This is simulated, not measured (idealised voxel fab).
You're looking at the process module voxel transistor to metal.
The width of the displayed cross-section, cut, is 205 nm; its cells are square, with a size of 5 nm.
In what follows, cross-sections appear as grids of square cells, described through bands that run from the top down, where every band is one or more rows of cells. Band entry format. Leading values: height of top, height of bottom, nm. Remainder: materials in left-to-right order, each with its width in nm. Special words: "all across" on a single material, which then fills the band edge to edge; "blank", empty space. We count height from 0. Below that, the starting wafer is all one material. The lowest band never ends at the bottom but goes on down; see "0 down" for how that is written. The width entry "30 to 40" should be interpreted row by row: the top row of cells in the band takes the first number, the bottom row takes the second number, and the change between adjacent rows is uniform throughout. "left unchanged" means the step left every cell of the cross-section as it was. Entry "Non-vented voids" = empty spaces >= 8 cells with no open way to the top; each as width x height at distance, distance from left edge, all nm. Anything after a step's settings on that line? It's the simulator's own note about the step. The optional step-line setting "overlay nm" applies to steps with a mask and quantifies how far to the right of its planned location the mask lay, a negative value indicating leftward placement. Guide to the pairs. Each holds a before and an after cross-section around one process step; the after cross-section is cut off at the lowest band that changed. Look under the pair for the step between them and its settings. Pairs can come from different runs of this module on the same starting wafer, so a pair follows on from the one above it only where its entry headed "Before the process" says it does.
-- Before the process
    65 to 60  65 nm TiN | 5 nm blank | 65 nm TiN | 5 nm blank | 65 nm TiN
    60 to 40  60 nm lowk | 5 nm TiN | 5 nm blank | 5 nm TiN | 55 nm lowk | 5 nm TiN | 5 nm blank | 5 nm TiN | 60 nm lowk
    40 to 35  60 nm SiCN | 15 nm TiN | 55 nm SiCN | 15 nm TiN | 60 nm SiCN
    35 to 25  60 nm SiO2 | 5 nm TiN | 5 nm W | 5 nm TiN | 55 nm SiO2 | 5 nm TiN | 5 nm W | 5 nm TiN | 60 nm SiO2
    25 to 15  60 nm SiO2 | 5 nm TiN | 5 nm W | 5 nm TiN | 15 nm SiO2 | 25 nm SiCN | 15 nm SiO2 | 5 nm TiN | 5 nm W | 5 nm TiN | 60 nm SiO2
    15 to 0  60 nm SiO2 | 5 nm TiN | 5 nm W | 5 nm TiN | 15 nm SiO2 | 25 nm polySi | 15 nm SiO2 | 5 nm TiN | 5 nm W | 5 nm TiN | 60 nm SiO2
    0 to -5  60 nm SiO2 | 15 nm TiN | 15 nm SiO2 | 25 nm polySi | 15 nm SiO2 | 15 nm TiN | 60 nm SiO2
    -5 to -10  55 nm SiO2 | 30 nm pSi | 35 nm SiO2 | 30 nm pSi | 55 nm SiO2
    -10 to -40  60 nm SiO2 | 85 nm Si | 60 nm SiO2
    -40 down  Si all across
    Non-vented voids: none
-- Cut View, Post-Step
    75 to 65  Cu all across
    65 to 60  65 nm TiN | 5 nm Cu | 65 nm TiN | 5 nm Cu | 65 nm TiN
    60 to 40  60 nm lowk | 5 nm TiN | 5 nm Cu | 5 nm TiN | 55 nm lowk | 5 nm TiN | 5 nm Cu | 5 nm TiN | 60 nm lowk
    Under 40: no change, same as before.
    Non-vented voids: none
Between before and after, shown above: FILL_DEP (material Cu; thk nm 10)
Before the process: the pre-step structure is the one depicted after the step in the pair just above.
-- Cut View, Post-Step
    60 to 40  60 nm lowk | 5 nm TiN | 5 nm Cu | 5 nm TiN | 55 nm lowk | 5 nm TiN | 5 nm Cu | 5 nm TiN | 60 nm lowk
    Under 40: no change, same as before.
    Non-vented voids: none
Between before and after, shown above: CMP (height nm 60)
Before the process: the pre-step structure is the one depicted after the step in the pair just above.
-- Cut View, Post-Step
    65 to 60  SiN all across
    Under 60: no change, same as before.
    Non-vented voids: none
Between before and after, shown above: CONFORMAL_DEP (material SiN; thk nm 5)
-- Before the process
    10 to 0  55 nm blank | 95 nm SiN | 55 nm blank
    0 to -5  55 nm blank | 95 nm SiO2 | 55 nm blank
    -5 to -35  55 nm blank | 95 nm Si | 55 nm blank
    -35 down  Si all across
    Non-vented voids: none
-- Cut View, Post-Step
    10 to 0  55 nm blank | 95 nm SiN | 55 nm blank
    0 to -5  55 nm blank | 95 nm SiO2 | 55 nm blank
    -5 to -65  55 nm blank | 95 nm Si | 55 nm blank
    Under -65: no change, same as before.
    Non-vented voids: none
Between before and after, shown above: MASKED_ETCH (tone cover; mask id ACTIVE; width nm 95; etch materials Si; depth nm 30; overlay nm 0)
Before the process: the pre-step structure is the one depicted after the step in the pair just above.
-- Cut View, Post-Step
    10 to 0  55 nm blank | 95 nm SiN | 55 nm blank
    0 to -5  55 nm blank | 95 nm SiO2 | 55 nm blank
    -5 to -65  55 nm blank | 5 nm SiO2 | 85 nm Si | 5 nm SiO2 | 55 nm blank
    -65 to -70  60 nm SiO2 | 85 nm Si | 60 nm SiO2
    Under -70: no change, same as before.
    Non-vented voids: none
Between before and after, shown above: OXIDIZE (depth nm 5)
Before the process: the pre-step structure is the one depicted after the step in the pair just above.
-- Cut View, Post-Step
    15 to 10  SiO2 all across
    10 to 0  55 nm SiO2 | 95 nm SiN | 55 nm SiO2
    0 to -5  SiO2 all across
    -5 to -70  60 nm SiO2 | 85 nm Si | 60 nm SiO2
    Under -70: no change, same as before.
    Non-vented voids: none
Between before and after, shown above: FILL_DEP (material SiO2; thk nm 5)
Before the process: the pre-step structure is the one depicted after the step in the pair just above.
-- Cut View, Post-Step
    10 to 0  55 nm SiO2 | 95 nm SiN | 55 nm SiO2
    Under 0: no change, same as before.
    Non-vented voids: none
Between before and after, shown above: CMP (height nm 10)
Before the process: the pre-step structure is the one depicted after the step in the pair just above.
-- Cut View, Post-Step
    10 to 5  55 nm blank | 95 nm SiN | 55 nm blank
    Under 5: no change, same as before.
    Non-vented voids: none
Between before and after, shown above: SELECTIVE_ETCH (etch materials SiO2; depth nm 5)
Before the process: the pre-step structure is the one depicted after the step in the pair just above.
-- Cut View, Post-Step
    5 to 0  55 nm SiO2 | 95 nm blank | 55 nm SiO2
    Under 0: no change, same as before.
    Non-vented voids: none
Between before and after, shown above: STRIP (etch materials SiN)
Before the process: the pre-step structure is the one depicted after the step in the pair just above.
-- Cut View, Post-Step
    0 to -5  50 nm SiO2 | 105 nm blank | 50 nm SiO2
    Under -5: no change, same as before.
    Non-vented voids: none
Between before and after, shown above: SELECTIVE_ETCH (etch materials SiO2; depth nm 5)
Before the process: the pre-step structure is the one depicted after the step in the pair just above.
-- Cut View, Post-Step
    0 to -5  50 nm SiO2 | 105 nm blank | 50 nm SiO2
    -5 to -10  SiO2 all across
    Under -10: no change, same as before.
    Non-vented voids: none
Between before and after, shown above: OXIDIZE (depth nm 5)
Before the process: the pre-step structure is the one depicted after the step in the pair just above.
-- Cut View, Post-Step
    20 to 15  50 nm polySi | 105 nm blank | 50 nm polySi
    15 to 0  polySi all across
    0 to -5  50 nm SiO2 | 105 nm polySi | 50 nm SiO2
    Under -5: no change, same as before.
    Non-vented voids: none
Between before and after, shown above: DIRECTIONAL_DEP (material polySi; thk nm 20)
Before the process: the pre-step structure is the one depicted after the step in the pair just above.
-- Cut View, Post-Step
    30 to 25  50 nm SiCN | 105 nm blank | 50 nm SiCN
    25 to 20  SiCN all across
    20 to 15  50 nm polySi | 105 nm SiCN | 50 nm polySi
    Under 15: no change, same as before.
    Non-vented voids: none
Between before and after, shown above: DIRECTIONAL_DEP (material SiCN; thk nm 10)
Before the process: the pre-step structure is the one depicted after the step in the pair just above.
-- Cut View, Post-Step
    25 to 20  90 nm blank | 25 nm SiCN | 90 nm blank
    20 to 15  50 nm polySi | 40 nm blank | 25 nm SiCN | 40 nm blank | 50 nm polySi
    Under 15: no change, same as before.
    Non-vented voids: none
Between before and after, shown above: MASKED_ETCH (tone cover; mask id GATE; width nm 25; etch materials SiCN; depth nm 20; overlay nm 0)
Before the process: the pre-step structure is the one depicted after the step in the pair just above.
-- Cut View, Post-Step
    25 to 15  90 nm blank | 25 nm SiCN | 90 nm blank
    15 to 0  90 nm blank | 25 nm polySi | 90 nm blank
    0 to -5  50 nm SiO2 | 40 nm blank | 25 nm polySi | 40 nm blank | 50 nm SiO2
    Under -5: no change, same as before.
    Non-vented voids: none
Between before and after, shown above: MASKED_ETCH (tone cover; mask id GATE; width nm 25; etch materials polySi; depth nm 30; overlay nm 0)
Before the process: the pre-step structure is the one depicted after the step in the pair just above.
-- Cut View, Post-Step
    30 to 25  85 nm blank | 35 nm SiO2 | 85 nm blank
    25 to 15  85 nm blank | 5 nm SiO2 | 25 nm SiCN | 5 nm SiO2 | 85 nm blank
    15 to 5  85 nm blank | 5 nm SiO2 | 25 nm polySi | 5 nm SiO2 | 85 nm blank
    5 to 0  55 nm SiO2 | 30 nm blank | 5 nm SiO2 | 25 nm polySi | 5 nm SiO2 | 30 nm blank | 55 nm SiO2
    0 to -5  90 nm SiO2 | 25 nm polySi | 90 nm SiO2
    Under -5: no change, same as before.
    Non-vented voids: none
Between before and after, shown above: CONFORMAL_DEP (material SiO2; thk nm 5)
Before the process: the pre-step structure is the one depicted after the step in the pair just above.
-- Cut View, Post-Step
    25 to 15  85 nm blank | 5 nm SiO2 | 25 nm SiCN | 5 nm SiO2 | 85 nm blank
    15 to 0  85 nm blank | 5 nm SiO2 | 25 nm polySi | 5 nm SiO2 | 85 nm blank
    0 to -5  55 nm SiO2 | 30 nm blank | 5 nm SiO2 | 25 nm polySi | 5 nm SiO2 | 30 nm blank | 55 nm SiO2
    Under -5: no change, same as before.
    Non-vented voids: none
Between before and after, shown above: DIRECTIONAL_ETCH (etch materials SiO2; depth nm 5)
Before the process: the pre-step structure is the one depicted after the step in the pair just above.
-- Cut View, Post-Step
    30 to 25  80 nm blank | 45 nm SiN | 80 nm blank
    25 to 15  80 nm blank | 5 nm SiN | 5 nm SiO2 | 25 nm SiCN | 5 nm SiO2 | 5 nm SiN | 80 nm blank
    15 to 5  80 nm blank | 5 nm SiN | 5 nm SiO2 | 25 nm polySi | 5 nm SiO2 | 5 nm SiN | 80 nm blank
    5 to 0  60 nm SiN | 20 nm blank | 5 nm SiN | 5 nm SiO2 | 25 nm polySi | 5 nm SiO2 | 5 nm SiN | 20 nm blank | 60 nm SiN
    0 to -5  55 nm SiO2 | 30 nm SiN | 5 nm SiO2 | 25 nm polySi | 5 nm SiO2 | 30 nm SiN | 55 nm SiO2
    Under -5: no change, same as before.
    Non-vented voids: none
Between before and after, shown above: CONFORMAL_DEP (material SiN; thk nm 5)
Before the process: the pre-step structure is the one depicted after the step in the pair just above.
-- Cut View, Post-Step
    25 to 15  80 nm blank | 5 nm SiN | 5 nm SiO2 | 25 nm SiCN | 5 nm SiO2 | 5 nm SiN | 80 nm blank
    15 to 0  80 nm blank | 5 nm SiN | 5 nm SiO2 | 25 nm polySi | 5 nm SiO2 | 5 nm SiN | 80 nm blank
    0 to -5  55 nm SiO2 | 5 nm SiN | 20 nm blank | 5 nm SiN | 5 nm SiO2 | 25 nm polySi | 5 nm SiO2 | 5 nm SiN | 20 nm blank | 5 nm SiN | 55 nm SiO2
    Under -5: no change, same as before.
    Non-vented voids: none
Between before and after, shown above: DIRECTIONAL_ETCH (etch materials SiN; depth nm 5)
Before the process: the pre-step structure is the one depicted after the step in the pair just above.
-- Cut View, Post-Step
    25 to 20  80 nm blank | 5 nm SiN | 5 nm blank | 25 nm SiCN | 5 nm blank | 5 nm SiN | 80 nm blank
    20 to 15  80 nm blank | 5 nm SiN | 5 nm SiO2 | 25 nm SiCN | 5 nm SiO2 | 5 nm SiN | 80 nm blank
    15 to 0  80 nm blank | 5 nm SiN | 5 nm SiO2 | 25 nm polySi | 5 nm SiO2 | 5 nm SiN | 80 nm blank
    0 to -5  55 nm blank | 5 nm SiN | 20 nm blank | 5 nm SiN | 5 nm SiO2 | 25 nm polySi | 5 nm SiO2 | 5 nm SiN | 20 nm blank | 5 nm SiN | 55 nm blank
    -5 to -10  60 nm SiO2 | 20 nm blank | 45 nm SiO2 | 20 nm blank | 60 nm SiO2
    Under -10: no change, same as before.
    Non-vented voids: none
Between before and after, shown above: DIRECTIONAL_ETCH (etch materials SiO2; depth nm 5)
Before the process: the pre-step structure is the one depicted after the step in the pair just above.
-- Cut View, Post-Step
    25 to 20  80 nm blank | 5 nm SiN | 5 nm blank | 25 nm SiCN | 5 nm blank | 5 nm SiN | 80 nm blank
    20 to 15  80 nm blank | 5 nm SiN | 5 nm SiO2 | 25 nm SiCN | 5 nm SiO2 | 5 nm SiN | 80 nm blank
    15 to 0  80 nm blank | 5 nm SiN | 5 nm SiO2 | 25 nm polySi | 5 nm SiO2 | 5 nm SiN | 80 nm blank
    0 to -5  55 nm blank | 5 nm SiN | 20 nm blank | 5 nm SiN | 5 nm SiO2 | 25 nm polySi | 5 nm SiO2 | 5 nm SiN | 20 nm blank | 5 nm SiN | 55 nm blank
    -5 to -10  60 nm SiO2 | 20 nm pSi | 45 nm SiO2 | 20 nm pSi | 60 nm SiO2
    Under -10: no change, same as before.
    Non-vented voids: none
Between before and after, shown above: EPI (material pSi; thk nm 5)
Before the process: the pre-step structure is the one depicted after the step in the pair just above.
-- Cut View, Post-Step
    35 to 25  SiO2 all across
    25 to 15  80 nm SiO2 | 5 nm SiN | 5 nm SiO2 | 25 nm SiCN | 5 nm SiO2 | 5 nm SiN | 80 nm SiO2
    15 to 0  80 nm SiO2 | 5 nm SiN | 5 nm SiO2 | 25 nm polySi | 5 nm SiO2 | 5 nm SiN | 80 nm SiO2
    0 to -5  55 nm SiO2 | 5 nm SiN | 20 nm SiO2 | 5 nm SiN | 5 nm SiO2 | 25 nm polySi | 5 nm SiO2 | 5 nm SiN | 20 nm SiO2 | 5 nm SiN | 55 nm SiO2
    Under -5: no change, same as before.
    Non-vented voids: none
Between before and after, shown above: FILL_DEP (material SiO2; thk nm 10)
Before the process: the pre-step structure is the one depicted after the step in the pair just above.
-- Cut View, Post-Step
    25 to 15  80 nm SiO2 | 5 nm SiN | 5 nm SiO2 | 25 nm SiCN | 5 nm SiO2 | 5 nm SiN | 80 nm SiO2
    Under 15: no change, same as before.
    Non-vented voids: none
Between before and after, shown above: CMP (height nm 25)
Before the process: the pre-step structure is the one depicted after the step in the pair just above.
-- Cut View, Post-Step
    35 to 25  SiO2 all across
    Under 25: no change, same as before.
    Non-vented voids: none
Between before and after, shown above: DIRECTIONAL_DEP (material SiO2; thk nm 10)
Before the process: the pre-step structure is the one depicted after the step in the pair just above.
-- Cut View, Post-Step
    50 to 35  aC all across
    Under 35: no change, same as before.
    Non-vented voids: none
Between before and after, shown above: DIRECTIONAL_DEP (material aC; thk nm 15)
Before the process: the pre-step structure is the one depicted after the step in the pair just above.
-- Cut View, Post-Step
    85 to 50  60 nm resist | 15 nm blank | 55 nm resist | 15 nm blank | 60 nm resist
    Under 50: no change, same as before.
    Non-vented voids: none
Between before and after, shown above: PATTERN (tone open; mask id CONTACT; material resist; width nm 15; pitch nm 70; thk nm 35; overlay nm 0)
Before the process: the pre-step structure is the one depicted after the step in the pair just above.
-- Cut View, Post-Step
    70 to 50  60 nm resist | 15 nm blank | 55 nm resist | 15 nm blank | 60 nm resist
    50 to 35  60 nm aC | 15 nm blank | 55 nm aC | 15 nm blank | 60 nm aC
    Under 35: no change, same as before.
    Non-vented voids: none
Between before and after, shown above: DIRECTIONAL_ETCH (etch materials aC; depth nm 15)
Before the process: the pre-step structure is the one depicted after the step in the pair just above.
-- Cut View, Post-Step
    50 to 35  60 nm aC | 15 nm blank | 55 nm aC | 15 nm blank | 60 nm aC
    Under 35: no change, same as before.
    Non-vented voids: none
Between before and after, shown above: STRIP (etch materials resist)
Before the process: the pre-step structure is the one depicted after the step in the pair just above.
-- Cut View, Post-Step
    50 to 35  60 nm aC | 15 nm blank | 55 nm aC | 15 nm blank | 60 nm aC
    35 to 25  60 nm SiO2 | 15 nm blank | 55 nm SiO2 | 15 nm blank | 60 nm SiO2
    25 to 15  60 nm SiO2 | 15 nm blank | 5 nm SiO2 | 5 nm SiN | 5 nm SiO2 | 25 nm SiCN | 5 nm SiO2 | 5 nm SiN | 5 nm SiO2 | 15 nm blank | 60 nm SiO2
    15 to 0  60 nm SiO2 | 15 nm blank | 5 nm SiO2 | 5 nm SiN | 5 nm SiO2 | 25 nm polySi | 5 nm SiO2 | 5 nm SiN | 5 nm SiO2 | 15 nm blank | 60 nm SiO2
    0 to -5  55 nm SiO2 | 5 nm SiN | 15 nm blank | 5 nm SiO2 | 5 nm SiN | 5 nm SiO2 | 25 nm polySi | 5 nm SiO2 | 5 nm SiN | 5 nm SiO2 | 15 nm blank | 5 nm SiN | 55 nm SiO2
    Under -5: no change, same as before.
    Non-vented voids: none
Between before and after, shown above: DIRECTIONAL_ETCH (etch materials SiO2; depth nm 40)
Before the process: the pre-step structure is the one depicted after the step in the pair just above.
-- Cut View, Post-Step
    35 to 25  60 nm SiO2 | 15 nm blank | 55 nm SiO2 | 15 nm blank | 60 nm SiO2
    Under 25: no change, same as before.
    Non-vented voids: none
Between before and after, shown above: STRIP (etch materials aC)
Before the process: the pre-step structure is the one depicted after the step in the pair just above.
-- Cut View, Post-Step
    40 to 35  65 nm TiN | 5 nm blank | 65 nm TiN | 5 nm blank | 65 nm TiN
    35 to 25  60 nm SiO2 | 5 nm TiN | 5 nm blank | 5 nm TiN | 55 nm SiO2 | 5 nm TiN | 5 nm blank | 5 nm TiN | 60 nm SiO2
    25 to 15  60 nm SiO2 | 5 nm TiN | 5 nm blank | 5 nm TiN | 5 nm SiO2 | 5 nm SiN | 5 nm SiO2 | 25 nm SiCN | 5 nm SiO2 | 5 nm SiN | 5 nm SiO2 | 5 nm TiN | 5 nm blank | 5 nm TiN | 60 nm SiO2
    15 to 0  60 nm SiO2 | 5 nm TiN | 5 nm blank | 5 nm TiN | 5 nm SiO2 | 5 nm SiN | 5 nm SiO2 | 25 nm polySi | 5 nm SiO2 | 5 nm SiN | 5 nm SiO2 | 5 nm TiN | 5 nm blank | 5 nm TiN | 60 nm SiO2
    0 to -5  55 nm SiO2 | 5 nm SiN | 15 nm TiN | 5 nm SiO2 | 5 nm SiN | 5 nm SiO2 | 25 nm polySi | 5 nm SiO2 | 5 nm SiN | 5 nm SiO2 | 15 nm TiN | 5 nm SiN | 55 nm SiO2
    Under -5: no change, same as before.
    Non-vented voids: none
Between before and after, shown above: CONFORMAL_DEP (material TiN; thk nm 5)
Before the process: the pre-step structure is the one depicted after the step in the pair just above.
-- Cut View, Post-Step
    50 to 40  W all across
    40 to 35  65 nm TiN | 5 nm W | 65 nm TiN | 5 nm W | 65 nm TiN
    35 to 25  60 nm SiO2 | 5 nm TiN | 5 nm W | 5 nm TiN | 55 nm SiO2 | 5 nm TiN | 5 nm W | 5 nm TiN | 60 nm SiO2
    25 to 15  60 nm SiO2 | 5 nm TiN | 5 nm W | 5 nm TiN | 5 nm SiO2 | 5 nm SiN | 5 nm SiO2 | 25 nm SiCN | 5 nm SiO2 | 5 nm SiN | 5 nm SiO2 | 5 nm TiN | 5 nm W | 5 nm TiN | 60 nm SiO2
    15 to 0  60 nm SiO2 | 5 nm TiN | 5 nm W | 5 nm TiN | 5 nm SiO2 | 5 nm SiN | 5 nm SiO2 | 25 nm polySi | 5 nm SiO2 | 5 nm SiN | 5 nm SiO2 | 5 nm TiN | 5 nm W | 5 nm TiN | 60 nm SiO2
    Under 0: no change, same as before.
    Non-vented voids: none
Between before and after, shown above: FILL_DEP (material W; thk nm 10)
Before the process: the pre-step structure is the one depicted after the step in the pair just above.
-- Cut View, Post-Step
    35 to 25  60 nm SiO2 | 5 nm TiN | 5 nm W | 5 nm TiN | 55 nm SiO2 | 5 nm TiN | 5 nm W | 5 nm TiN | 60 nm SiO2
    Under 25: no change, same as before.
    Non-vented voids: none
Between before and after, shown above: CMP (height nm 35)
Before the process: the pre-step structure is the one depicted after the step in the pair just above.
-- Cut View, Post-Step
    40 to 35  SiCN all across
    Under 35: no change, same as before.
    Non-vented voids: none
Between before and after, shown above: CONFORMAL_DEP (material SiCN; thk nm 5)
Before the process: the pre-step structure is the one depicted after the step in the pair just above.
-- Cut View, Post-Step
    60 to 40  lowk all across
    Under 40: no change, same as before.
    Non-vented voids: none
Between before and after, shown above: DIRECTIONAL_DEP (material lowk; thk nm 20)
Before the process: the pre-step structure is the one depicted after the step in the pair just above.
-- Cut View, Post-Step
    60 to 40  60 nm lowk | 15 nm blank | 55 nm lowk | 15 nm blank | 60 nm lowk
    Under 40: no change, same as before.
    Non-vented voids: none
Between before and after, shown above: MASKED_ETCH (tone open; mask id METAL_1; width nm 15; pitch nm 70; etch materials lowk; depth nm 20; overlay nm 0)
Before the process: the pre-step structure is the one depicted after the step in the pair just above.
-- Cut View, Post-Step
    60 to 40  60 nm lowk | 15 nm blank | 55 nm lowk | 15 nm blank | 60 nm lowk
    40 to 35  60 nm SiCN | 15 nm blank | 55 nm SiCN | 15 nm blank | 60 nm SiCN
    Under 35: no change, same as before.
    Non-vented voids: none
Between before and after, shown above: MASKED_ETCH (tone open; mask id METAL_1; width nm 15; pitch nm 70; etch materials SiCN; depth nm 5; overlay nm 0)
Before the process: the pre-step structure is the one depicted after the step in the pair just above.
-- Cut View, Post-Step
    65 to 60  65 nm TiN | 5 nm blank | 65 nm TiN | 5 nm blank | 65 nm TiN
    60 to 40  60 nm lowk | 5 nm TiN | 5 nm blank | 5 nm TiN | 55 nm lowk | 5 nm TiN | 5 nm blank | 5 nm TiN | 60 nm lowk
    40 to 35  60 nm SiCN | 15 nm TiN | 55 nm SiCN | 15 nm TiN | 60 nm SiCN
    Under 35: no change, same as before.
    Non-vented voids: none
Between before and after, shown above: CONFORMAL_DEP (material TiN; thk nm 5)
Before the process: the pre-step structure is the one depicted after the step in the pair just above.
-- Cut View, Post-Step
    75 to 65  Cu all across
    65 to 60  65 nm TiN | 5 nm Cu | 65 nm TiN | 5 nm Cu | 65 nm TiN
    60 to 40  60 nm lowk | 5 nm TiN | 5 nm Cu | 5 nm TiN | 55 nm lowk | 5 nm TiN | 5 nm Cu | 5 nm TiN | 60 nm lowk
    Under 40: no change, same as before.
    Non-vented voids: none
Between before and after, shown above: FILL_DEP (material Cu; thk nm 10)
Before the process: the pre-step structure is the one depicted after the step in the pair just above.
-- Cut View, Post-Step
    60 to 40  60 nm lowk | 5 nm TiN | 5 nm Cu | 5 nm TiN | 55 nm lowk | 5 nm TiN | 5 nm Cu | 5 nm TiN | 60 nm lowk
    Under 40: no change, same as before.
    Non-vented voids: none
Between before and after, shown above: CMP (height nm 60)
Before the process: the pre-step structure is the one depicted after the step in the pair just above.
-- Cut View, Post-Step
    65 to 60  SiN all across
    Under 60: no change, same as before.
    Non-vented voids: none
Between before and after, shown above: CONFORMAL_DEP (material SiN; thk nm 5)
-- Before the process
    10 to 5  55 nm blank | 95 nm SiN | 55 nm blank
    5 to 0  55 nm SiO2 | 95 nm SiN | 55 nm SiO2
    0 to -5  SiO2 all across
    -5 to -40  60 nm SiO2 | 85 nm Si | 60 nm SiO2
    -40 down  Si all across
    Non-vented voids: none
-- Cut View, Post-Step
    10 to 0  55 nm blank | 95 nm SiN | 55 nm blank
    Under 0: no change, same as before.
    Non-vented voids: none
Between before and after, shown above: SELECTIVE_ETCH (etch materials SiO2; depth nm 5)
Before the process: the pre-step structure is the one depicted after the step in the pair just above.
-- Cut View, Post-Step
    0 to -5  SiO2 all across
    Under -5: no change, same as before.
    Non-vented voids: none
Between before and after, shown above: STRIP (etch materials SiN)
Before the process: the pre-step structure is the one depicted after the step in the pair just above.
-- Cut View, Post-Step
    20 to 0  polySi all across
    Under 0: no change, same as before.
    Non-vented voids: none
Between before and after, shown above: DIRECTIONAL_DEP (material polySi; thk nm 20)
Before the process: the pre-step structure is the one depicted after the step in the pair just above.
-- Cut View, Post-Step
    30 to 20  SiCN all across
    Under 20: no change, same as before.
    Non-vented voids: none
Between before and after, shown above: DIRECTIONAL_DEP (material SiCN; thk nm 10)
Before the process: the pre-step structure is the one depicted after the step in the pair just above.
-- Cut View, Post-Step
    30 to 20  90 nm blank | 25 nm SiCN | 90 nm blank
    Under 20: no change, same as before.
    Non-vented voids: none
Between before and after, shown above: MASKED_ETCH (tone cover; mask id GATE; width nm 25; etch materials SiCN; depth nm 20; overlay nm 0)
Before the process: the pre-step structure is the one depicted after the step in the pair just above.
-- Cut View, Post-Step
    30 to 20  90 nm blank | 25 nm SiCN | 90 nm blank
    20 to 0  90 nm blank | 25 nm polySi | 90 nm blank
    Under 0: no change, same as before.
    Non-vented voids: none
Between before and after, shown above: MASKED_ETCH (tone cover; mask id GATE; width nm 25; etch materials polySi; depth nm 30; overlay nm 0)
Before the process: the pre-step structure is the one depicted after the step in the pair just above.
-- Cut View, Post-Step
    35 to 30  85 nm blank | 35 nm SiO2 | 85 nm blank
    30 to 20  85 nm blank | 5 nm SiO2 | 25 nm SiCN | 5 nm SiO2 | 85 nm blank
    20 to 5  85 nm blank | 5 nm SiO2 | 25 nm polySi | 5 nm SiO2 | 85 nm blank
    5 to 0  90 nm SiO2 | 25 nm polySi | 90 nm SiO2
    Under 0: no change, same as before.
    Non-vented voids: none
Between before and after, shown above: CONFORMAL_DEP (material SiO2; thk nm 5)
Before the process: the pre-step structure is the one depicted after the step in the pair just above.
-- Cut View, Post-Step
    30 to 20  85 nm blank | 5 nm SiO2 | 25 nm SiCN | 5 nm SiO2 | 85 nm blank
    20 to 0  85 nm blank | 5 nm SiO2 | 25 nm polySi | 5 nm SiO2 | 85 nm blank
    Under 0: no change, same as before.
    Non-vented voids: none
Between before and after, shown above: DIRECTIONAL_ETCH (etch materials SiO2; depth nm 5)
Before the process: the pre-step structure is the one depicted after the step in the pair just above.
-- Cut View, Post-Step
    35 to 30  80 nm blank | 45 nm SiN | 80 nm blank
    30 to 20  80 nm blank | 5 nm SiN | 5 nm SiO2 | 25 nm SiCN | 5 nm SiO2 | 5 nm SiN | 80 nm blank
    20 to 5  80 nm blank | 5 nm SiN | 5 nm SiO2 | 25 nm polySi | 5 nm SiO2 | 5 nm SiN | 80 nm blank
    5 to 0  85 nm SiN | 5 nm SiO2 | 25 nm polySi | 5 nm SiO2 | 85 nm SiN
    Under 0: no change, same as before.
    Non-vented voids: none
Between before and after, shown above: CONFORMAL_DEP (material SiN; thk nm 5)
Before the process: the pre-step structure is the one depicted after the step in the pair just above.
-- Cut View, Post-Step
    30 to 20  80 nm blank | 5 nm SiN | 5 nm SiO2 | 25 nm SiCN | 5 nm SiO2 | 5 nm SiN | 80 nm blank
    20 to 0  80 nm blank | 5 nm SiN | 5 nm SiO2 | 25 nm polySi | 5 nm SiO2 | 5 nm SiN | 80 nm blank
    Under 0: no change, same as before.
    Non-vented voids: none
Between before and after, shown above: DIRECTIONAL_ETCH (etch materials SiN; depth nm 5)
Before the process: the pre-step structure is the one depicted after the step in the pair just above.
-- Cut View, Post-Step
    30 to 25  80 nm blank | 5 nm SiN | 5 nm blank | 25 nm SiCN | 5 nm blank | 5 nm SiN | 80 nm blank
    25 to 20  80 nm blank | 5 nm SiN | 5 nm SiO2 | 25 nm SiCN | 5 nm SiO2 | 5 nm SiN | 80 nm blank
    20 to 0  80 nm blank | 5 nm SiN | 5 nm SiO2 | 25 nm polySi | 5 nm SiO2 | 5 nm SiN | 80 nm blank
    0 to -5  80 nm blank | 45 nm SiO2 | 80 nm blank
    Under -5: no change, same as before.
    Non-vented voids: none
Between before and after, shown above: DIRECTIONAL_ETCH (etch materials SiO2; depth nm 5)
Before the process: the pre-step structure is the one depicted after the step in the pair just above.
-- Cut View, Post-Step
    30 to 25  80 nm blank | 5 nm SiN | 5 nm blank | 25 nm SiCN | 5 nm blank | 5 nm SiN | 80 nm blank
    25 to 20  80 nm blank | 5 nm SiN | 5 nm SiO2 | 25 nm SiCN | 5 nm SiO2 | 5 nm SiN | 80 nm blank
    20 to 0  80 nm blank | 5 nm SiN | 5 nm SiO2 | 25 nm polySi | 5 nm SiO2 | 5 nm SiN | 80 nm blank
    0 to -5  55 nm blank | 25 nm pSi | 45 nm SiO2 | 25 nm pSi | 55 nm blank
    Under -5: no change, same as before.
    Non-vented voids: none
Between before and after, shown above: EPI (material pSi; thk nm 5)
Before the process: the pre-step structure is the one depicted after the step in the pair just above.
-- Cut View, Post-Step
    40 to 30  SiO2 all across
    30 to 20  80 nm SiO2 | 5 nm SiN | 5 nm SiO2 | 25 nm SiCN | 5 nm SiO2 | 5 nm SiN | 80 nm SiO2
    20 to 0  80 nm SiO2 | 5 nm SiN | 5 nm SiO2 | 25 nm polySi | 5 nm SiO2 | 5 nm SiN | 80 nm SiO2
    0 to -5  55 nm SiO2 | 25 nm pSi | 45 nm SiO2 | 25 nm pSi | 55 nm SiO2
    Under -5: no change, same as before.
    Non-vented voids: none
Between before and after, shown above: FILL_DEP (material SiO2; thk nm 10)
Before the process: the pre-step structure is the one depicted after the step in the pair just above.
-- Cut View, Post-Step
    25 to 20  80 nm SiO2 | 5 nm SiN | 5 nm SiO2 | 25 nm SiCN | 5 nm SiO2 | 5 nm SiN | 80 nm SiO2
    Under 20: no change, same as before.
    Non-vented voids: none
Between before and after, shown above: CMP (height nm 25)
Before the process: the pre-step structure is the one depicted after the step in the pair just above.
-- Cut View, Post-Step
    35 to 25  SiO2 all across
    Under 25: no change, same as before.
    Non-vented voids: none
Between before and after, shown above: DIRECTIONAL_DEP (material SiO2; thk nm 10)
Before the process: the pre-step structure is the one depicted after the step in the pair just above.
-- Cut View, Post-Step
    50 to 35  aC all across
    Under 35: no change, same as before.
    Non-vented voids: none
Between before and after, shown above: DIRECTIONAL_DEP (material aC; thk nm 15)
Before the process: the pre-step structure is the one depicted after the step in the pair just above.
-- Cut View, Post-Step
    85 to 50  60 nm resist | 15 nm blank | 55 nm resist | 15 nm blank | 60 nm resist
    Under 50: no change, same as before.
    Non-vented voids: none
Between before and after, shown above: PATTERN (tone open; mask id CONTACT; material resist; width nm 15; pitch nm 70; thk nm 35; overlay nm 0)
Before the process: the pre-step structure is the one depicted after the step in the pair just above.
-- Cut View, Post-Step
    70 to 50  60 nm resist | 15 nm blank | 55 nm resist | 15 nm blank | 60 nm resist
    50 to 35  60 nm aC | 15 nm blank | 55 nm aC | 15 nm blank | 60 nm aC
    Under 35: no change, same as before.
    Non-vented voids: none
Between before and after, shown above: DIRECTIONAL_ETCH (etch materials aC; depth nm 15)
Before the process: the pre-step structure is the one depicted after the step in the pair just above.
-- Cut View, Post-Step
    50 to 35  60 nm aC | 15 nm blank | 55 nm aC | 15 nm blank | 60 nm aC
    Under 35: no change, same as before.
    Non-vented voids: none
Between before and after, shown above: STRIP (etch materials resist)
